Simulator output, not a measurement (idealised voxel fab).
The following process module bears the name voxel plated lines.
The figure presents cross-section cut, which has a width of 240 nm and is divided into square cells with an edge length of 5 nm.
Cross-section spec: square-cell grid; bands listed top down; each band is one or more rows. First you get the band's top height and its bottom height, in nm, and then the materials it's made of, left to right, with each width in nm. If you see a single material with "full width", that one covers the band edge to edge. "empty" is empty space. Convention: height 0 is the level below which the wafer, as received, is all one material. The lowest band does not terminate at the bottom but continues downward, represented as "z 0 and below". Per-row width for "30 to 40": begins at first number (top row of band), ends at second number (bottom row), increment between rows held constant. What does "changes: none" mean for a step? It means no cell of the cross-section changed in that step. So "Sealed voids" is basically the list of trapped voids: any empty space of 8 cells or more that can't reach the top through an opening. They're written width x height at distance, the distance being from the left edge, and it's all nm. Anything after a step's settings on that line? It's the simulator's own note about the step. "overlay nm" answers the question of how far to the right of plan the mask lay on a step that has a mask, and when it is negative the answer is to the left.

### Process steps - plan
| 1 | RECEIVE (material Si) |
| 2 | CONFORMAL_DEP (material SiN; thk nm 5) |
| 3 | DIRECTIONAL_DEP (material TiN; thk nm 5) |
| 4 | PATTERN (tone open; mask id LINES; material resist; width nm 15; pitch nm 35; thk nm 35; overlay nm 0) |
| 5 | EPI (material Ru; thk nm 5) |
| 6 | EPI (material Ru; thk nm 5) |
| 7 | EPI (material Ru; thk nm 10) |
| 8 | STRIP (etch materials resist) |
| 9 | DIRECTIONAL_ETCH (etch materials TiN; depth nm 5) |
| 10 | CONFORMAL_DEP (material SiCN; thk nm 5) |

### First of two wafers, with the run carried out as planned

### Cross-section: wafer on arrival = after step 1
> z 0 and below = Si full width
> Sealed voids: none

### The wafer in cross-section once step 2 is complete
> z 5 to 0 = SiN full width
> below 0: unchanged

### The wafer in cross-section once step 3 is complete
> z 10 to 5 = TiN full width
> below 5: unchanged

### The wafer in cross-section once step 4 is complete
> z 45 to 10 = resist: 95  empty: 15  resist: 20  empty: 15  resist: 95
> below 10: unchanged

### The wafer in cross-section once step 5 is complete
> z 45 to 15 = resist: 95  empty: 15  resist: 20  empty: 15  resist: 95
> z 15 to 10 = resist: 95  Ru: 15  resist: 20  Ru: 15  resist: 95
> below 10: unchanged

### The wafer in cross-section once step 6 is complete
> z 45 to 20 = resist: 95  empty: 15  resist: 20  empty: 15  resist: 95
> z 20 to 10 = resist: 95  Ru: 15  resist: 20  Ru: 15  resist: 95
> below 10: unchanged

### The wafer in cross-section once step 7 is complete
> z 45 to 30 = resist: 95  empty: 15  resist: 20  empty: 15  resist: 95
> z 30 to 10 = resist: 95  Ru: 15  resist: 20  Ru: 15  resist: 95
> below 10: unchanged

### The wafer in cross-section once step 8 is complete
> z 30 to 10 = empty: 95  Ru: 15  empty: 20  Ru: 15  empty: 95
> below 10: unchanged

### The wafer in cross-section once step 9 is complete
> z 30 to 10 = empty: 95  Ru: 15  empty: 20  Ru: 15  empty: 95
> z 10 to 5 = empty: 95  TiN: 15  empty: 20  TiN: 15  empty: 95
> below 5: unchanged

### The wafer in cross-section once step 10 is complete
> z 35 to 30 = empty: 90  SiCN: 25  empty: 10  SiCN: 25  empty: 90
> z 30 to 10 = empty: 90  SiCN: 5  Ru: 15  SiCN: 5  empty: 10  SiCN: 5  Ru: 15  SiCN: 5  empty: 90
> z 10 to 5 = SiCN: 95  TiN: 15  SiCN: 20  TiN: 15  SiCN: 95
> below 5: unchanged

### Here the second wafer is described. Its start and its plan were those of the first wafer. Its run contained one mistake. Up to and including step 3, it did exactly what the first wafer did

### Cross-section of the second wafer corresponding to the planned conclusion of step 4
> z 45 to 10 = resist: 105  empty: 15  resist: 20  empty: 15  resist: 85
> below 10: unchanged

### Cross-section of the second wafer corresponding to the planned conclusion of step 5
> z 45 to 15 = resist: 105  empty: 15  resist: 20  empty: 15  resist: 85
> z 15 to 10 = resist: 105  Ru: 15  resist: 20  Ru: 15  resist: 85
> below 10: unchanged

### Cross-section of the second wafer corresponding to the planned conclusion of step 6
> z 45 to 20 = resist: 105  empty: 15  resist: 20  empty: 15  resist: 85
> z 20 to 10 = resist: 105  Ru: 15  resist: 20  Ru: 15  resist: 85
> below 10: unchanged

### Cross-section of the second wafer corresponding to the planned conclusion of step 7
> z 45 to 30 = resist: 105  empty: 15  resist: 20  empty: 15  resist: 85
> z 30 to 10 = resist: 105  Ru: 15  resist: 20  Ru: 15  resist: 85
> below 10: unchanged

### Cross-section of the second wafer corresponding to the planned conclusion of step 8
> z 30 to 10 = empty: 105  Ru: 15  empty: 20  Ru: 15  empty: 85
> below 10: unchanged

### Cross-section of the second wafer corresponding to the planned conclusion of step 9
> z 30 to 10 = empty: 105  Ru: 15  empty: 20  Ru: 15  empty: 85
> z 10 to 5 = empty: 105  TiN: 15  empty: 20  TiN: 15  empty: 85
> below 5: unchanged

### Cross-section of the second wafer corresponding to the planned conclusion of step 10
> z 35 to 30 = empty: 100  SiCN: 25  empty: 10  SiCN: 25  empty: 80
> z 30 to 10 = empty: 100  SiCN: 5  Ru: 15  SiCN: 5  empty: 10  SiCN: 5  Ru: 15  SiCN: 5  empty: 80
> z 10 to 5 = SiCN: 105  TiN: 15  SiCN: 20  TiN: 15  SiCN: 85
> below 5: unchanged
The mistake made against the process plan was this: for step 4, the planned setting was not used; the step was instead run as PATTERN (tone open; mask id LINES; material resist; width nm 15; pitch nm 35; thk nm 35; overlay nm 10)
When the process is done, the second wafer contains the same cell count of every material as the first wafer, but distributed over other locations.
